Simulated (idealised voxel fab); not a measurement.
Proc. module: voxel self aligned vias
FYI the section here is cut, 290 nm wide, cells are 5 nm squares.
For the purposes of this document, a cross-section shall be understood as a grid of square cells, specified as bands listed in top-to-bottom order, each band consisting of one or more rows of cells.
Per band: top height and bottom height in nm, followed by the left-to-right materials and their widths in nm; "edge to edge" marks a single material spanning edge to edge, "blank" marks empty space.
It should be noted that heights are counted from 0, beneath which the wafer as supplied is of one material throughout, and that the lowest band possesses no lower boundary but continues downward, as written in "0 down".
Read "30->40" as a graded width: first number on top, second number at the bottom, same change between each pair of neighbouring rows.
Key: "identical to before" - step with no changed cell in the cross-section.
Entry "Closed internal cavities". Content: empty spaces with no open connection to the top, size 8 cells or greater. Each: width x height at distance. Distance: from left edge. Unit: nm.
Past the settings on a step's line: simulator remark, on that step.
"overlay nm" answers the question of how far to the right of plan the mask lay on a step that has a mask, and when it is negative the answer is to the left.

This section lists the process steps that were planned
- 1: RECEIVE: material Si
- 2: CONFORMAL_DEP: material SiO2, thk nm 15
- 3: CONFORMAL_DEP: material SiCN, thk nm 5
- 4: DIRECTIONAL_DEP: material lowk, thk nm 30
- 5: DIRECTIONAL_DEP: material aC, thk nm 15
- 6: PATTERN: tone open, mask id LINES, material resist, width nm 25, pitch nm 60, thk nm 35, overlay nm 0
- 7: DIRECTIONAL_ETCH: etch materials aC, depth nm 15
- 8: STRIP: etch materials resist
- 9: DIRECTIONAL_ETCH: etch materials lowk, depth nm 30
- 10: STRIP: etch materials aC
- 11: CONFORMAL_DEP: material TiN, thk nm 5
- 12: FILL_DEP: material W, thk nm 10
- 13: CMP: height nm 50
- 14: SELECTIVE_ETCH: etch materials W Ru TiN, depth nm 5
- 15: FILL_DEP: material SiN, thk nm 10
- 16: CMP: height nm 50
- 17: DIRECTIONAL_DEP: material lowk, thk nm 15
- 18: MASKED_ETCH: tone open, mask id VIAS, width nm 35, pitch nm 60, etch materials lowk, depth nm 15, overlay nm 0
- 19: MASKED_ETCH: tone open, mask id VIAS, width nm 45, pitch nm 60, etch materials SiN, depth nm 5, overlay nm 0
- 20: CONFORMAL_DEP: material TiN, thk nm 5
- 21: FILL_DEP: material Cu, thk nm 5
- 22: CMP: height nm 65
- 23: CONFORMAL_DEP: material SiCN, thk nm 5
For this document, wafers share an identical start and vary in the step 18 width nm; the plan quotes the first wafer's value.

The first of several wafers in cross-section, exactly as it reached us after step 1
> 0 down = Si edge to edge
> Closed internal cavities: none

The figure below presents a cross-section of the first of several wafers at the conclusion of the module, following its last step, step 23
> 70 to 65 = SiCN edge to edge
> 65 to 55 = 65 nm lowk, 5 nm TiN, 25 nm Cu, 5 nm TiN, 25 nm lowk, 5 nm TiN, 25 nm Cu, 5 nm TiN, 25 nm lowk, 5 nm TiN, 25 nm Cu, 5 nm TiN, 70 nm lowk
> 55 to 50 = 65 nm lowk, 10 nm TiN, 15 nm Cu, 10 nm TiN, 25 nm lowk, 10 nm TiN, 15 nm Cu, 10 nm TiN, 25 nm lowk, 10 nm TiN, 15 nm Cu, 10 nm TiN, 70 nm lowk
> 50 to 45 = 70 nm lowk, 25 nm TiN, 35 nm lowk, 25 nm TiN, 35 nm lowk, 25 nm TiN, 75 nm lowk
> 45 to 25 = 70 nm lowk, 5 nm TiN, 15 nm W, 5 nm TiN, 35 nm lowk, 5 nm TiN, 15 nm W, 5 nm TiN, 35 nm lowk, 5 nm TiN, 15 nm W, 5 nm TiN, 75 nm lowk
> 25 to 20 = 70 nm lowk, 25 nm TiN, 35 nm lowk, 25 nm TiN, 35 nm lowk, 25 nm TiN, 75 nm lowk
> 20 to 15 = SiCN edge to edge
> 15 to 0 = SiO2 edge to edge
> 0 down = Si edge to edge
> Closed internal cavities: none

Final wafer cross-section at module end
> 70 to 65 = SiCN edge to edge
> 65 to 55 = 60 nm lowk, 5 nm TiN, 35 nm Cu, 5 nm TiN, 15 nm lowk, 5 nm TiN, 35 nm Cu, 5 nm TiN, 15 nm lowk, 5 nm TiN, 35 nm Cu, 5 nm TiN, 65 nm lowk
> 55 to 50 = 60 nm lowk, 15 nm TiN, 15 nm Cu, 15 nm TiN, 15 nm lowk, 15 nm TiN, 15 nm Cu, 15 nm TiN, 15 nm lowk, 15 nm TiN, 15 nm Cu, 15 nm TiN, 65 nm lowk
> 50 to 45 = 70 nm lowk, 25 nm TiN, 35 nm lowk, 25 nm TiN, 35 nm lowk, 25 nm TiN, 75 nm lowk
> 45 to 25 = 70 nm lowk, 5 nm TiN, 15 nm W, 5 nm TiN, 35 nm lowk, 5 nm TiN, 15 nm W, 5 nm TiN, 35 nm lowk, 5 nm TiN, 15 nm W, 5 nm TiN, 75 nm lowk
> 25 to 20 = 70 nm lowk, 25 nm TiN, 35 nm lowk, 25 nm TiN, 35 nm lowk, 25 nm TiN, 75 nm lowk
> 20 to 15 = SiCN edge to edge
> 15 to 0 = SiO2 edge to edge
> 0 down = Si edge to edge
> Closed internal cavities: none

Table: wafers, a row each; end-of-module cell change per material since receipt, gain (+), loss (-); then closed voids
width nm 35; +39 Cu; +116 SiCN; +174 SiO2; +78 TiN; +36 W; +369 lowk; Closed internal cavities: none
width nm 40; +45 Cu; +116 SiCN; +174 SiO2; +81 TiN; +36 W; +360 lowk; Closed internal cavities: none
width nm 45; +51 Cu; +116 SiCN; +174 SiO2; +84 TiN; +36 W; +351 lowk; Closed internal cavities: none
